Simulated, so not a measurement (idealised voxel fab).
process module | voxel local oxidation
cross-section cut | 210 nm wide | cells 5 nm
A cross-section is a grid of square cells, given in bands from the top down. A band is one or more rows of cells.
Each band's line starts with the height of the band's top and of its bottom, in nm. Then come its materials from left to right, each with its width in nm. One material with "throughout" fills the band from edge to edge. "air" is empty space.
Height 0 is the level under which the wafer as received is all one material. The lowest band goes on downwards, as in "0 down".
A width such as "30 to 40" changes by the same amount from each row of cells to the next, from the band's top row to its bottom row.
"no change" after a step means that no cell of the cross-section changed.
closed voids: empty space of 8 cells or more with no open way to the top, each as width x height at its distance from the left edge, in nm
after a step's settings: what the simulator itself notes on the step
overlay nm, on a step with a mask: how far to the right of its planned place the mask lay; to the left if negative
plan
1 op RECEIVE | material Si
2 op OXIDIZE | depth nm 5
3 op CONFORMAL_DEP | material SiN | thk nm 15
4 op MASKED_ETCH | tone cover | mask id ACTIVE | width nm 95 | etch materials SiN | depth nm 15 | overlay nm 0
5 op SELECTIVE_ETCH | etch materials SiO2 | depth nm 5
6 op OXIDIZE | depth nm 15
7 op STRIP | etch materials SiN
as received, after step 1
  0 down: Si throughout
  closed voids: none
a wafer at the end: this start, this plan, one mistake
  -5 to -20: SiO2 throughout
  -20 down: Si throughout
  closed voids: none
what went wrong: step 3 was left out
